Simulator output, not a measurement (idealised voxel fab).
The following is a process module called voxel self aligned vias.
FYI the section here is cut, 225 nm wide, cells are 5 nm squares.
A cross-section in this document is a grid of square cells, and it is written down as bands, the top band listed before the ones below it; a band is made up of one or more rows of cells. This entry defines a band. It first specifies the height of the band's top and the height of its bottom in nm, and then specifies the band's materials from left to right, stating each material with its width in nm. The word "full width" identifies a single material that fills the band from edge to edge, while the word "air" identifies empty space. The level at which height equals 0 is the one under which the wafer, as it arrives, is entirely one material. No lower edge exists for the bottom band, which continues downward and is notated as in "0 down". Top row gets the first number, bottom row gets the second, and each row in between changes by the same step: that is how a band width like "30 to 40" works. "no change occurred" (step): cross-section cells unchanged, all of them. In the "Enclosed empty spaces" entry, you get each enclosed empty space of 8 cells or more, one with no open way to the top, written width x height at distance, distance from the left edge, in nm. The remark found on a step's line after its settings is issued by the simulator itself and pertains to that step. The "overlay nm" setting may appear on a step's line; for a step that uses a mask, it gives how far to the right of its planned position the mask lay, and a negative value indicates the left.

[Process steps - plan]
1. RECEIVE with material Si
2. CONFORMAL_DEP with material SiO2, thk nm 10
3. CONFORMAL_DEP with material SiCN, thk nm 5
4. DIRECTIONAL_DEP with material lowk, thk nm 20
5. MASKED_ETCH with tone open, mask id LINES, width nm 30, pitch nm 70, etch materials lowk, depth nm 20, overlay nm 0
6. CONFORMAL_DEP with material TiN, thk nm 5
7. FILL_DEP with material W, thk nm 5
8. CMP with height nm 35
9. SELECTIVE_ETCH with etch materials W Ru TiN, depth nm 5
10. FILL_DEP with material SiN, thk nm 10
11. CMP with height nm 35
12. DIRECTIONAL_DEP with material lowk, thk nm 15
13. DIRECTIONAL_DEP with material aC, thk nm 15
14. PATTERN with tone open, mask id VIAS, material resist, width nm 40, pitch nm 70, thk nm 35, overlay nm 0
15. DIRECTIONAL_ETCH with etch materials aC, depth nm 15
16. STRIP with etch materials resist
17. DIRECTIONAL_ETCH with etch materials lowk, depth nm 15
18. DIRECTIONAL_ETCH with etch materials SiN, depth nm 5
19. STRIP with etch materials aC
20. CONFORMAL_DEP with material TiN, thk nm 5
21. FILL_DEP with material Ru, thk nm 10
22. CMP with height nm 50
23. CONFORMAL_DEP with material SiN, thk nm 5

[The first of a set of two wafers, run to plan]

[Cross-sectional view of the wafer in its as-received condition, corresponding to the state after step 1]
0 down  Si full width
Enclosed empty spaces: none

[So this is the wafer cross-section right after step 2]
10 to 0  SiO2 full width
Everything below 0 is unchanged.

[So this is the wafer cross-section right after step 3]
15 to 10  SiCN full width
Everything below 10 is unchanged.

[So this is the wafer cross-section right after step 4]
35 to 15  lowk full width
Everything below 15 is unchanged.

[So this is the wafer cross-section right after step 5]
35 to 15  lowk: 25  air: 30  lowk: 40  air: 30  lowk: 40  air: 30  lowk: 30
Everything below 15 is unchanged.

[So this is the wafer cross-section right after step 6]
40 to 35  TiN: 30  air: 20  TiN: 50  air: 20  TiN: 50  air: 20  TiN: 35
35 to 20  lowk: 25  TiN: 5  air: 20  TiN: 5  lowk: 40  TiN: 5  air: 20  TiN: 5  lowk: 40  TiN: 5  air: 20  TiN: 5  lowk: 30
20 to 15  lowk: 25  TiN: 30  lowk: 40  TiN: 30  lowk: 40  TiN: 30  lowk: 30
Everything below 15 is unchanged.

[So this is the wafer cross-section right after step 7]
45 to 40  W full width
40 to 35  TiN: 30  W: 20  TiN: 50  W: 20  TiN: 50  W: 20  TiN: 35
35 to 20  lowk: 25  TiN: 5  W: 20  TiN: 5  lowk: 40  TiN: 5  W: 20  TiN: 5  lowk: 40  TiN: 5  W: 20  TiN: 5  lowk: 30
Everything below 20 is unchanged.

[So this is the wafer cross-section right after step 8]
35 to 20  lowk: 25  TiN: 5  W: 20  TiN: 5  lowk: 40  TiN: 5  W: 20  TiN: 5  lowk: 40  TiN: 5  W: 20  TiN: 5  lowk: 30
Everything below 20 is unchanged.

[So this is the wafer cross-section right after step 9]
35 to 30  lowk: 25  air: 30  lowk: 40  air: 30  lowk: 40  air: 30  lowk: 30
Everything below 30 is unchanged.

[So this is the wafer cross-section right after step 10]
45 to 35  SiN full width
35 to 30  lowk: 25  SiN: 30  lowk: 40  SiN: 30  lowk: 40  SiN: 30  lowk: 30
Everything below 30 is unchanged.

[So this is the wafer cross-section right after step 11]
35 to 30  lowk: 25  SiN: 30  lowk: 40  SiN: 30  lowk: 40  SiN: 30  lowk: 30
Everything below 30 is unchanged.

[So this is the wafer cross-section right after step 12]
50 to 35  lowk full width
Everything below 35 is unchanged.

[So this is the wafer cross-section right after step 13]
65 to 50  aC full width
Everything below 50 is unchanged.

[So this is the wafer cross-section right after step 14]
100 to 65  resist: 20  air: 40  resist: 30  air: 40  resist: 30  air: 40  resist: 25
Everything below 65 is unchanged.

[So this is the wafer cross-section right after step 15]
85 to 65  resist: 20  air: 40  resist: 30  air: 40  resist: 30  air: 40  resist: 25
65 to 50  aC: 20  air: 40  aC: 30  air: 40  aC: 30  air: 40  aC: 25
Everything below 50 is unchanged.

[So this is the wafer cross-section right after step 16]
65 to 50  aC: 20  air: 40  aC: 30  air: 40  aC: 30  air: 40  aC: 25
Everything below 50 is unchanged.

[So this is the wafer cross-section right after step 17]
65 to 50  aC: 20  air: 40  aC: 30  air: 40  aC: 30  air: 40  aC: 25
50 to 35  lowk: 20  air: 40  lowk: 30  air: 40  lowk: 30  air: 40  lowk: 25
Everything below 35 is unchanged.

[So this is the wafer cross-section right after step 18]
65 to 50  aC: 20  air: 40  aC: 30  air: 40  aC: 30  air: 40  aC: 25
50 to 35  lowk: 20  air: 40  lowk: 30  air: 40  lowk: 30  air: 40  lowk: 25
35 to 30  lowk: 25  air: 30  lowk: 40  air: 30  lowk: 40  air: 30  lowk: 30
Everything below 30 is unchanged.

[So this is the wafer cross-section right after step 19]
50 to 35  lowk: 20  air: 40  lowk: 30  air: 40  lowk: 30  air: 40  lowk: 25
Everything below 35 is unchanged.

[So this is the wafer cross-section right after step 20]
55 to 50  TiN: 25  air: 30  TiN: 40  air: 30  TiN: 40  air: 30  TiN: 30
50 to 40  lowk: 20  TiN: 5  air: 30  TiN: 5  lowk: 30  TiN: 5  air: 30  TiN: 5  lowk: 30  TiN: 5  air: 30  TiN: 5  lowk: 25
40 to 35  lowk: 20  TiN: 10  air: 20  TiN: 10  lowk: 30  TiN: 10  air: 20  TiN: 10  lowk: 30  TiN: 10  air: 20  TiN: 10  lowk: 25
35 to 30  lowk: 25  TiN: 30  lowk: 40  TiN: 30  lowk: 40  TiN: 30  lowk: 30
Everything below 30 is unchanged.

[So this is the wafer cross-section right after step 21]
65 to 55  Ru full width
55 to 50  TiN: 25  Ru: 30  TiN: 40  Ru: 30  TiN: 40  Ru: 30  TiN: 30
50 to 40  lowk: 20  TiN: 5  Ru: 30  TiN: 5  lowk: 30  TiN: 5  Ru: 30  TiN: 5  lowk: 30  TiN: 5  Ru: 30  TiN: 5  lowk: 25
40 to 35  lowk: 20  TiN: 10  Ru: 20  TiN: 10  lowk: 30  TiN: 10  Ru: 20  TiN: 10  lowk: 30  TiN: 10  Ru: 20  TiN: 10  lowk: 25
Everything below 35 is unchanged.

[So this is the wafer cross-section right after step 22]
50 to 40  lowk: 20  TiN: 5  Ru: 30  TiN: 5  lowk: 30  TiN: 5  Ru: 30  TiN: 5  lowk: 30  TiN: 5  Ru: 30  TiN: 5  lowk: 25
Everything below 40 is unchanged.

[So this is the wafer cross-section right after step 23]
55 to 50  SiN full width
Everything below 50 is unchanged.

[Second wafer. Start and plan as for the first. One mistake made in running. Agrees with the first up to and including step 16]

[Cross-sectional representation of the second wafer at the time designated in the plan for the completion of step 17]
65 to 50  aC: 20  air: 40  aC: 30  air: 40  aC: 30  air: 40  aC: 25
50 to 35  lowk: 20  air: 40  lowk: 30  air: 40  lowk: 30  air: 40  lowk: 25
35 to 30  lowk: 20  air: 5  SiN: 30  air: 5  lowk: 30  air: 5  SiN: 30  air: 5  lowk: 30  air: 5  SiN: 30  air: 5  lowk: 25
30 to 20  lowk: 20  air: 5  TiN: 5  W: 20  TiN: 5  air: 5  lowk: 30  air: 5  TiN: 5  W: 20  TiN: 5  air: 5  lowk: 30  air: 5  TiN: 5  W: 20  TiN: 5  air: 5  lowk: 25
Everything below 20 is unchanged.

[Cross-sectional representation of the second wafer at the time designated in the plan for the completion of step 18]
65 to 50  aC: 20  air: 40  aC: 30  air: 40  aC: 30  air: 40  aC: 25
50 to 30  lowk: 20  air: 40  lowk: 30  air: 40  lowk: 30  air: 40  lowk: 25
Everything below 30 is unchanged.

[Cross-sectional representation of the second wafer at the time designated in the plan for the completion of step 19]
50 to 30  lowk: 20  air: 40  lowk: 30  air: 40  lowk: 30  air: 40  lowk: 25
Everything below 30 is unchanged.

[Cross-sectional representation of the second wafer at the time designated in the plan for the completion of step 20]
55 to 50  TiN: 25  air: 30  TiN: 40  air: 30  TiN: 40  air: 30  TiN: 30
50 to 35  lowk: 20  TiN: 5  air: 30  TiN: 5  lowk: 30  TiN: 5  air: 30  TiN: 5  lowk: 30  TiN: 5  air: 30  TiN: 5  lowk: 25
35 to 30  lowk: 20  TiN: 40  lowk: 30  TiN: 40  lowk: 30  TiN: 40  lowk: 25
30 to 20  lowk: 20  TiN: 10  W: 20  TiN: 10  lowk: 30  TiN: 10  W: 20  TiN: 10  lowk: 30  TiN: 10  W: 20  TiN: 10  lowk: 25
Everything below 20 is unchanged.

[Cross-sectional representation of the second wafer at the time designated in the plan for the completion of step 21]
65 to 55  Ru full width
55 to 50  TiN: 25  Ru: 30  TiN: 40  Ru: 30  TiN: 40  Ru: 30  TiN: 30
50 to 35  lowk: 20  TiN: 5  Ru: 30  TiN: 5  lowk: 30  TiN: 5  Ru: 30  TiN: 5  lowk: 30  TiN: 5  Ru: 30  TiN: 5  lowk: 25
Everything below 35 is unchanged.

[Cross-sectional representation of the second wafer at the time designated in the plan for the completion of step 22]
50 to 35  lowk: 20  TiN: 5  Ru: 30  TiN: 5  lowk: 30  TiN: 5  Ru: 30  TiN: 5  lowk: 30  TiN: 5  Ru: 30  TiN: 5  lowk: 25
Everything below 35 is unchanged.

[Cross-sectional representation of the second wafer at the time designated in the plan for the completion of step 23]
55 to 50  SiN full width
Everything below 50 is unchanged.
Heads up, the wafer didn't run the way we planned it: step 17 of the plan saw execution twice
Heads up, by the end the second wafer has more or fewer cells of some materials compared to the first: 6 more of Ru; 12 more of TiN; 18 fewer of lowk
